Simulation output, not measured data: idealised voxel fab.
Proc. module: voxel double patterning
Shown is cross-section cut, with a width of 190 nm and square cells of size 5 nm.
Reading order for cross-sections: top band down to bottom band. Underlying form: a grid of square cells. Band size: one or more rows of cells. Per band: top height and bottom height in nm, followed by the left-to-right materials and their widths in nm; "throughout" marks a single material spanning edge to edge, "blank" marks empty space. Heights from 0 (as-received wafer is one material below). Bottom band endless downward, as "0..down". Note: "30->40" means the width goes from the first number (top row of the band) to the second number (bottom row) in equal steps per row of cells. "identical to before" (step): cross-section cells unchanged, all of them. Empty spaces without an open route to the top, at least 8 cells in extent, make up the entry "Closed cavities"; each is given as width x height at distance, where the distance is measured from the left edge, and all are in nm. What comes after the settings on a step's line is commentary from the simulator itself on that step. When a step includes a mask, the "overlay nm" setting on its line states how far to the right of its planned place that mask lay, and negative values state how far to the left.
## Below is the list of planned process steps
- 1: RECEIVE, material Si
- 2: CONFORMAL_DEP, material SiO2, thk nm 10
- 3: DIRECTIONAL_DEP, material polySi, thk nm 15
- 4: DIRECTIONAL_DEP, material SiN, thk nm 5
- 5: DIRECTIONAL_DEP, material aC, thk nm 10
- 6: PATTERN, tone open, mask id FIRST, material resist, width nm 15, pitch nm 50, thk nm 30, overlay nm 0
- 7: DIRECTIONAL_ETCH, etch materials aC, depth nm 10
- 8: STRIP, etch materials resist
- 9: DIRECTIONAL_ETCH, etch materials SiN, depth nm 5
- 10: STRIP, etch materials aC
- 11: MASKED_ETCH, tone open, mask id SECOND, width nm 15, pitch nm 50, etch materials SiN, depth nm 5, overlay nm 0
- 12: DIRECTIONAL_ETCH, etch materials polySi, depth nm 15
- 13: STRIP, etch materials SiN
## The cross-section here shows the wafer as received, i.e. in its state after step 1
> 0..down  Si throughout
> Closed cavities: none
## Same starting wafer, same plan as above, one mistake in the execution; this is the cross-section at the end of the module
> 40..25  polySi 35 nm, then blank 15 nm, then polySi 10 nm, then blank 15 nm, then polySi 10 nm, then blank 15 nm, then polySi 10 nm, then blank 15 nm, then polySi 10 nm, then blank 15 nm, then polySi 40 nm
> 25..10  polySi throughout
> 10..0  SiO2 throughout
> 0..down  Si throughout
> Closed cavities: none
Diagnosis: step 3 was run twice
